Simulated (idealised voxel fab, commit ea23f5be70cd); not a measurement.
process module | voxel self aligned contacts
The width of the displayed cross-section, cut, is 240 nm; its cells are square, with a size of 5 nm.
Think of the cross-section as a grid of square cells. We describe it in bands, top to bottom, and each band covers one or more rows of those cells.
Top, bottom (nm), then materials left to right with widths (nm); lone material tagged "all across" fills the whole band edge to edge; "air" = empty space.
Counting heights begins at 0, where everything beneath is, in the wafer as received, one material. The lowest band has no bottom; it goes on downwards, as "0..down" shows.
Per-row width for "30..40": begins at first number (top row of band), ends at second number (bottom row), increment between rows held constant.
"no modification", as given for a step, is the statement that not any cell of the cross-section underwent a change during that step.
What "Unvented cavities" gives you is every empty space of 8 cells or more that is cut off from the top. Each appears as width x height at distance, with the distance taken from the left edge and width, height and distance all in nm.
Note: text after step settings on the step line = simulator remark on that step.
"overlay nm", when on a step's line for a step with a mask, measures how far to the right of its planned place the mask lay; a negative measure means to the left.

## These are the steps we planned for the process
1,RECEIVE, material Si
2,CONFORMAL_DEP, material SiO2, thk nm 5
3,DIRECTIONAL_DEP, material polySi, thk nm 25
4,DIRECTIONAL_DEP, material SiN, thk nm 20
5,DIRECTIONAL_DEP, material aC, thk nm 10
6,PATTERN, tone cover, mask id GATE, material resist, width nm 35, pitch nm 75, thk nm 25, overlay nm 0
7,DIRECTIONAL_ETCH, etch materials aC, depth nm 10
8,STRIP, etch materials resist
9,DIRECTIONAL_ETCH, etch materials SiN, depth nm 20
10,DIRECTIONAL_ETCH, etch materials polySi, depth nm 25
11,STRIP, etch materials aC
12,CONFORMAL_DEP, material SiN, thk nm 10
13,DIRECTIONAL_ETCH, etch materials SiN, depth nm 10
14,FILL_DEP, material SiO2, thk nm 10
15,CMP, height nm 55
16,MASKED_ETCH, tone open, mask id CONTACT, width nm 60, etch materials SiO2, depth nm 55, overlay nm -15
17,CONFORMAL_DEP, material TiN, thk nm 5
18,FILL_DEP, material W, thk nm 5
19,CMP, height nm 55
20,CONFORMAL_DEP, material SiCN, thk nm 5
What sets these wafers apart? The overlay nm at step 16. They all start alike, and the plan carries the first wafer's value.

## Here's the first of the wafers in cross-section, just as we got it, i.e. after step 1
- 0..down: Si all across
- Unvented cavities: none

## First of several wafers in cross-section at module end, following the final step, step 20
- 60..55: SiCN all across
- 55..50: SiO2: 75  TiN: 40  W: 10  TiN: 10  SiO2: 105
- 50..30: SiO2: 55  SiN: 55  TiN: 5  W: 10  TiN: 5  SiN: 55  SiO2: 55
- 30..5: SiO2: 55  SiN: 10  polySi: 35  SiN: 10  TiN: 5  W: 10  TiN: 5  SiN: 10  polySi: 35  SiN: 10  SiO2: 55
- 5..0: SiO2: 110  TiN: 20  SiO2: 110
- 0..down: Si all across
- Unvented cavities: none

## last wafer at the end
- 60..55: SiCN all across
- 55..50: SiO2: 105  TiN: 10  W: 10  TiN: 40  SiO2: 75
- 50..30: SiO2: 55  SiN: 55  TiN: 5  W: 10  TiN: 5  SiN: 55  SiO2: 55
- 30..5: SiO2: 55  SiN: 10  polySi: 35  SiN: 10  TiN: 5  W: 10  TiN: 5  SiN: 10  polySi: 35  SiN: 10  SiO2: 55
- 5..0: SiO2: 110  TiN: 20  SiO2: 110
- 0..down: Si all across
- Unvented cavities: none

## Tabulated below, wafer by wafer, are the end-of-module results: for each material, the number of cells gained (+) or lost (-) relative to the as-received state, followed by the closed voids
overlay nm -15, +48 SiCN, +128 SiN, +278 SiO2, +32 TiN, +20 W, +70 polySi, Unvented cavities: none
overlay nm -10, +48 SiCN, +128 SiN, +278 SiO2, +32 TiN, +20 W, +70 polySi, Unvented cavities: none
overlay nm -5, +48 SiCN, +128 SiN, +278 SiO2, +32 TiN, +20 W, +70 polySi, Unvented cavities: none
overlay nm 0, +48 SiCN, +128 SiN, +278 SiO2, +32 TiN, +20 W, +70 polySi, Unvented cavities: none
overlay nm 5, +48 SiCN, +128 SiN, +278 SiO2, +32 TiN, +20 W, +70 polySi, Unvented cavities: none
overlay nm 10, +48 SiCN, +128 SiN, +278 SiO2, +32 TiN, +20 W, +70 polySi, Unvented cavities: none
overlay nm 15, +48 SiCN, +128 SiN, +278 SiO2, +32 TiN, +20 W, +70 polySi, Unvented cavities: none
